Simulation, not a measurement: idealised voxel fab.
Process module under the name voxel spacer lines
Xsec cut, 160 nm wide, square cell size 5 nm.
Heads up, the way a cross-section reads in here is a grid of square cells, handed over as bands from the top down, with every band being one or more rows of cells.
Top height, bottom height, nm. Materials left to right, width each, nm. Single material + "all across" = fills band edge to edge. "empty" = empty.
Heights are measured from 0, the level below which the as-received wafer is all one material; the lowest band has no bottom and continues downward, written as in "top 0, no bottom".
Graded width ("30->40"): value in top row of band = first number; value in bottom row = second number; row-to-row change constant.
For the purposes of this document, the phrase "no modifications" attached to a step denotes that no cell within the cross-section was modified by that step.
The label "Closed void list" introduces a list of the empty spaces, 8 cells or larger, that have no open way up to the top; each entry in it reads width x height at distance, where the distance is taken from the left edge and all three are stated in nm.
Anything after a step's settings on that line? It's the simulator's own note about the step.
For masked steps, "overlay nm" on the step line gives how far right of plan the mask actually lay; a minus sign means it lay to the left.

### Listed below are the process steps as planned
1: RECEIVE, material Si
2: CONFORMAL_DEP, material Al2O3, thk nm 5
3: DIRECTIONAL_DEP, material W, thk nm 15
4: DIRECTIONAL_DEP, material aC, thk nm 20
5: PATTERN, tone cover, mask id MANDREL, material resist, width nm 20, pitch nm 60, thk nm 25, overlay nm 0
6: DIRECTIONAL_ETCH, etch materials aC, depth nm 20
7: STRIP, etch materials resist
8: CONFORMAL_DEP, material SiO2, thk nm 10
9: DIRECTIONAL_ETCH, etch materials SiO2, depth nm 10
10: STRIP, etch materials aC
11: DIRECTIONAL_ETCH, etch materials W, depth nm 15
12: STRIP, etch materials SiO2

### Of two wafers, the first: run according to plan

### So this is the incoming wafer in cross-section - it's already been through step 1
- top 0, no bottom = Si all across
- Closed void list: none

### After step 2: wafer cross-section
- top 5, bottom 0 = Al2O3 all across
- below 0: unchanged

### After step 3: wafer cross-section
- top 20, bottom 5 = W all across
- below 5: unchanged

### After step 4: wafer cross-section
- top 40, bottom 20 = aC all across
- below 20: unchanged

### After step 5: wafer cross-section
- top 65, bottom 40 = 40 nm empty / 20 nm resist / 40 nm empty / 20 nm resist / 40 nm empty
- below 40: unchanged

### After step 6: wafer cross-section
- top 45, bottom 40 = 40 nm empty / 20 nm resist / 40 nm empty / 20 nm resist / 40 nm empty
- top 40, bottom 20 = 40 nm empty / 20 nm aC / 40 nm empty / 20 nm aC / 40 nm empty
- below 20: unchanged

### After step 7: wafer cross-section
- top 40, bottom 20 = 40 nm empty / 20 nm aC / 40 nm empty / 20 nm aC / 40 nm empty
- below 20: unchanged

### After step 8: wafer cross-section
- top 50, bottom 40 = 30 nm empty / 40 nm SiO2 / 20 nm empty / 40 nm SiO2 / 30 nm empty
- top 40, bottom 30 = 30 nm empty / 10 nm SiO2 / 20 nm aC / 10 nm SiO2 / 20 nm empty / 10 nm SiO2 / 20 nm aC / 10 nm SiO2 / 30 nm empty
- top 30, bottom 20 = 40 nm SiO2 / 20 nm aC / 40 nm SiO2 / 20 nm aC / 40 nm SiO2
- below 20: unchanged

### After step 9: wafer cross-section
- top 40, bottom 20 = 30 nm empty / 10 nm SiO2 / 20 nm aC / 10 nm SiO2 / 20 nm empty / 10 nm SiO2 / 20 nm aC / 10 nm SiO2 / 30 nm empty
- below 20: unchanged

### After step 10: wafer cross-section
- top 40, bottom 20 = 30 nm empty / 10 nm SiO2 / 20 nm empty / 10 nm SiO2 / 20 nm empty / 10 nm SiO2 / 20 nm empty / 10 nm SiO2 / 30 nm empty
- below 20: unchanged

### After step 11: wafer cross-section
- top 40, bottom 20 = 30 nm empty / 10 nm SiO2 / 20 nm empty / 10 nm SiO2 / 20 nm empty / 10 nm SiO2 / 20 nm empty / 10 nm SiO2 / 30 nm empty
- top 20, bottom 5 = 30 nm empty / 10 nm W / 20 nm empty / 10 nm W / 20 nm empty / 10 nm W / 20 nm empty / 10 nm W / 30 nm empty
- below 5: unchanged

### After step 12: wafer cross-section
- top 20, bottom 5 = 30 nm empty / 10 nm W / 20 nm empty / 10 nm W / 20 nm empty / 10 nm W / 20 nm empty / 10 nm W / 30 nm empty
- below 5: unchanged

### Second wafer - shared start and plan with the first - one error in running - same as the first up to step 1 inclusive

### Second wafer profile in section, at the moment step 2 of the plan was meant to be complete
- top 15, bottom 0 = Al2O3 all across
- below 0: unchanged

### Second wafer profile in section, at the moment step 3 of the plan was meant to be complete
- top 30, bottom 15 = W all across
- below 15: unchanged

### Second wafer profile in section, at the moment step 4 of the plan was meant to be complete
- top 50, bottom 30 = aC all across
- below 30: unchanged

### Second wafer profile in section, at the moment step 5 of the plan was meant to be complete
- top 75, bottom 50 = 40 nm empty / 20 nm resist / 40 nm empty / 20 nm resist / 40 nm empty
- below 50: unchanged

### Second wafer profile in section, at the moment step 6 of the plan was meant to be complete
- top 55, bottom 50 = 40 nm empty / 20 nm resist / 40 nm empty / 20 nm resist / 40 nm empty
- top 50, bottom 30 = 40 nm empty / 20 nm aC / 40 nm empty / 20 nm aC / 40 nm empty
- below 30: unchanged

### Second wafer profile in section, at the moment step 7 of the plan was meant to be complete
- top 50, bottom 30 = 40 nm empty / 20 nm aC / 40 nm empty / 20 nm aC / 40 nm empty
- below 30: unchanged

### Second wafer profile in section, at the moment step 8 of the plan was meant to be complete
- top 60, bottom 50 = 30 nm empty / 40 nm SiO2 / 20 nm empty / 40 nm SiO2 / 30 nm empty
- top 50, bottom 40 = 30 nm empty / 10 nm SiO2 / 20 nm aC / 10 nm SiO2 / 20 nm empty / 10 nm SiO2 / 20 nm aC / 10 nm SiO2 / 30 nm empty
- top 40, bottom 30 = 40 nm SiO2 / 20 nm aC / 40 nm SiO2 / 20 nm aC / 40 nm SiO2
- below 30: unchanged

### Second wafer profile in section, at the moment step 9 of the plan was meant to be complete
- top 50, bottom 30 = 30 nm empty / 10 nm SiO2 / 20 nm aC / 10 nm SiO2 / 20 nm empty / 10 nm SiO2 / 20 nm aC / 10 nm SiO2 / 30 nm empty
- below 30: unchanged

### Second wafer profile in section, at the moment step 10 of the plan was meant to be complete
- top 50, bottom 30 = 30 nm empty / 10 nm SiO2 / 20 nm empty / 10 nm SiO2 / 20 nm empty / 10 nm SiO2 / 20 nm empty / 10 nm SiO2 / 30 nm empty
- below 30: unchanged

### Second wafer profile in section, at the moment step 11 of the plan was meant to be complete
- top 50, bottom 30 = 30 nm empty / 10 nm SiO2 / 20 nm empty / 10 nm SiO2 / 20 nm empty / 10 nm SiO2 / 20 nm empty / 10 nm SiO2 / 30 nm empty
- top 30, bottom 15 = 30 nm empty / 10 nm W / 20 nm empty / 10 nm W / 20 nm empty / 10 nm W / 20 nm empty / 10 nm W / 30 nm empty
- below 15: unchanged

### Second wafer profile in section, at the moment step 12 of the plan was meant to be complete
- top 30, bottom 15 = 30 nm empty / 10 nm W / 20 nm empty / 10 nm W / 20 nm empty / 10 nm W / 20 nm empty / 10 nm W / 30 nm empty
- below 15: unchanged
Want to know what went wrong? step 2 did not use the planned setting and instead ran as CONFORMAL_DEP, material Al2O3, thk nm 15
Per the end-of-run cell counts, the second wafer holds more or fewer of some materials than the first: Al2O3: 64 more
